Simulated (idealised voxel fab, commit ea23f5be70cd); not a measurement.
Process module name: voxel self aligned contacts
FYI the section here is cut, 265 nm wide, cells are 5 nm squares.
How to read a cross-section here: the picture is a grid of square cells, written as bands going from the top down, and any band can span one or more rows of cells.
Within each band entry, the heights of the top and of the bottom of the band appear first, in that order and in nm; the materials of the band then follow from left to right, each with its corresponding width in nm. The designation "everywhere" on a single material indicates that it fills the band from edge to edge; the designation "air" indicates empty space.
Zero point of the height axis is 0; under it, received wafer = one material. Lowest band: continues down indefinitely, "z 0 and below".
Quick explanation for "30..40": the width changes in equal steps down the rows of cells, from the first number in the band's top row to the second number in its bottom row.
Step note "identical to before" = no cross-section cell changed.
The label "Enclosed internal cavities" introduces a list of the empty spaces, 8 cells or larger, that have no open way up to the top; each entry in it reads width x height at distance, where the distance is taken from the left edge and all three are stated in nm.
Anything after a step's settings on that line? It's the simulator's own note about the step.
Regarding "overlay nm": on a step with a mask, it is the distance the mask lay to the right of its planned place; a negative value places it to the left.

-- Planned step list for the process
1. RECEIVE | material Si
2. OXIDIZE | depth nm 5
3. DIRECTIONAL_DEP | material polySi | thk nm 20
4. DIRECTIONAL_DEP | material SiN | thk nm 15
5. PATTERN | tone cover | mask id GATE | material resist | width nm 35 | pitch nm 70 | thk nm 20 | overlay nm 0
6. DIRECTIONAL_ETCH | etch materials SiN | depth nm 15
7. DIRECTIONAL_ETCH | etch materials polySi | depth nm 20
8. STRIP | etch materials resist
9. CONFORMAL_DEP | material SiN | thk nm 5
10. DIRECTIONAL_ETCH | etch materials SiN | depth nm 5
11. FILL_DEP | material SiO2 | thk nm 15
12. CMP | height nm 40
13. PATTERN | tone open | mask id CONTACT | material resist | width nm 45 | thk nm 15 | overlay nm 0
14. DIRECTIONAL_ETCH | etch materials SiO2 | depth nm 45
15. STRIP | etch materials resist
16. CONFORMAL_DEP | material TiN | thk nm 5
17. FILL_DEP | material Ru | thk nm 5
18. CMP | height nm 40
19. CONFORMAL_DEP | material SiN | thk nm 5

-- Cross-section of the incoming wafer, state after step 1
  z 0 and below  Si everywhere
  Enclosed internal cavities: none

-- Wafer cross-section at end of module: start and plan as shown above, one execution error
  z 45 to 40  SiN everywhere
  z 40 to 35  Ru 70 nm | TiN 40 nm | SiO2 45 nm | TiN 40 nm | Ru 70 nm
  z 35 to 20  Ru 70 nm | TiN 5 nm | SiN 45 nm | SiO2 25 nm | SiN 45 nm | TiN 5 nm | Ru 70 nm
  z 20 to 0  Ru 70 nm | TiN 5 nm | SiN 5 nm | polySi 35 nm | SiN 5 nm | SiO2 25 nm | SiN 5 nm | polySi 35 nm | SiN 5 nm | TiN 5 nm | Ru 70 nm
  z 0 to -5  TiN 75 nm | SiO2 115 nm | TiN 75 nm
  z -5 and below  Si everywhere
  Enclosed internal cavities: none
It is concluded that the wafer was processed incorrectly with respect to the plan, in that step 13 did not use the planned setting and instead ran as PATTERN | tone cover | mask id CONTACT | material resist | width nm 45 | thk nm 15 | overlay nm 0
